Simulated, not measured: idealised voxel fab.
process module | voxel local oxidation
cross-section cut | 170 nm wide | cells 5 nm
A cross-section is a grid of square cells, given in bands from the top down. A band is one or more rows of cells.
Each band's line starts with the height of the band's top and of its bottom, in nm. Then come its materials from left to right, each with its width in nm. One material with "throughout" fills the band from edge to edge. "air" is empty space.
Height 0 is the level under which the wafer as received is all one material. The lowest band goes on downwards, as in "0 down".
A width such as "30 to 40" changes by the same amount from each row of cells to the next, from the band's top row to its bottom row.
"no change" after a step means that no cell of the cross-section changed.
closed voids: empty space of 8 cells or more with no open way to the top, each as width x height at its distance from the left edge, in nm
after a step's settings: what the simulator itself notes on the step
overlay nm, on a step with a mask: how far to the right of its planned place the mask lay; to the left if negative
plan
1 op RECEIVE | material Si
2 op CONFORMAL_DEP | material SiO2 | thk nm 5
3 op CONFORMAL_DEP | material SiN | thk nm 15
4 op PATTERN | tone cover | mask id ACTIVE | material resist | width nm 120 | thk nm 15 | overlay nm 0
5 op DIRECTIONAL_ETCH | etch materials SiN | depth nm 15
6 op STRIP | etch materials resist
7 op SELECTIVE_ETCH | etch materials SiO2 | depth nm 5
8 op OXIDIZE | depth nm 15
9 op STRIP | etch materials SiN
first wafer, as planned
as received, after step 1
  0 down: Si throughout
  closed voids: none
after step 2
  5 to 0: SiO2 throughout
  below 0: unchanged
after step 3
  20 to 5: SiN throughout
  below 5: unchanged
after step 4
  35 to 20: air 25 | resist 120 | air 25
  below 20: unchanged
after step 5
  35 to 20: air 25 | resist 120 | air 25
  20 to 5: air 25 | SiN 120 | air 25
  below 5: unchanged
after step 6
  20 to 5: air 25 | SiN 120 | air 25
  below 5: unchanged
after step 7
  20 to 5: air 25 | SiN 120 | air 25
  5 to 0: air 30 | SiO2 110 | air 30
  below 0: unchanged
after step 8
  20 to 5: air 25 | SiN 120 | air 25
  5 to 0: air 30 | SiO2 110 | air 30
  0 to -15: SiO2 45 | Si 80 | SiO2 45
  below -15: unchanged
after step 9
  5 to 0: air 30 | SiO2 110 | air 30
  below 0: unchanged
second wafer: like start, like plan, one mistake. Through step 7 it matches the first wafer
when step 8 should have ended
  20 to 5: air 25 | SiN 120 | air 25
  5 to 0: air 30 | SiO2 110 | air 30
  0 to -20: SiO2 50 | Si 70 | SiO2 50
  below -20: unchanged
when step 9 should have ended
  5 to 0: air 30 | SiO2 110 | air 30
  below 0: unchanged
what went wrong: step 8 ran as: op OXIDIZE | depth nm 20
at the end the second wafer has, in cells: 26 fewer of Si | 26 more of SiO2
